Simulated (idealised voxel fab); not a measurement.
process module | voxel double patterning
cross-section cut | 265 nm wide | cells 5 nm
A cross-section is a grid of square cells, given in bands from the top down. A band is one or more rows of cells.
Each band's line starts with the height of the band's top and of its bottom, in nm. Then come its materials from left to right, each with its width in nm. One material with "throughout" fills the band from edge to edge. "air" is empty space.
Height 0 is the level under which the wafer as received is all one material. The lowest band goes on downwards, as in "0 down".
A width such as "30 to 40" changes by the same amount from each row of cells to the next, from the band's top row to its bottom row.
"no change" after a step means that no cell of the cross-section changed.
closed voids: empty space of 8 cells or more with no open way to the top, each as width x height at its distance from the left edge, in nm
after a step's settings: what the simulator itself notes on the step
overlay nm, on a step with a mask: how far to the right of its planned place the mask lay; to the left if negative
plan
1 op RECEIVE | material Si
2 op CONFORMAL_DEP | material SiO2 | thk nm 5
3 op DIRECTIONAL_DEP | material W | thk nm 20
4 op DIRECTIONAL_DEP | material SiCN | thk nm 10
5 op PATTERN | tone open | mask id FIRST | material resist | width nm 15 | pitch nm 50 | thk nm 15 | overlay nm 0
6 op DIRECTIONAL_ETCH | etch materials SiCN | depth nm 10
7 op STRIP | etch materials resist
8 op PATTERN | tone open | mask id SECOND | material resist | width nm 15 | thk nm 15 | overlay nm 0
9 op DIRECTIONAL_ETCH | etch materials SiCN | depth nm 10
10 op STRIP | etch materials resist
11 op DIRECTIONAL_ETCH | etch materials W | depth nm 20
12 op STRIP | etch materials SiCN
as received, after step 1
  0 down: Si throughout
  closed voids: none
a wafer at the end: this start, this plan, one mistake
  25 to 5: W 95 | air 15 | W 15 | air 15 | W 5 | air 15 | W 105
  5 to 0: SiO2 throughout
  0 down: Si throughout
  closed voids: none
what went wrong: step 5 ran as: op PATTERN | tone open | mask id FIRST | material resist | width nm 15 | pitch nm 50 | thk nm 15 | overlay nm -5
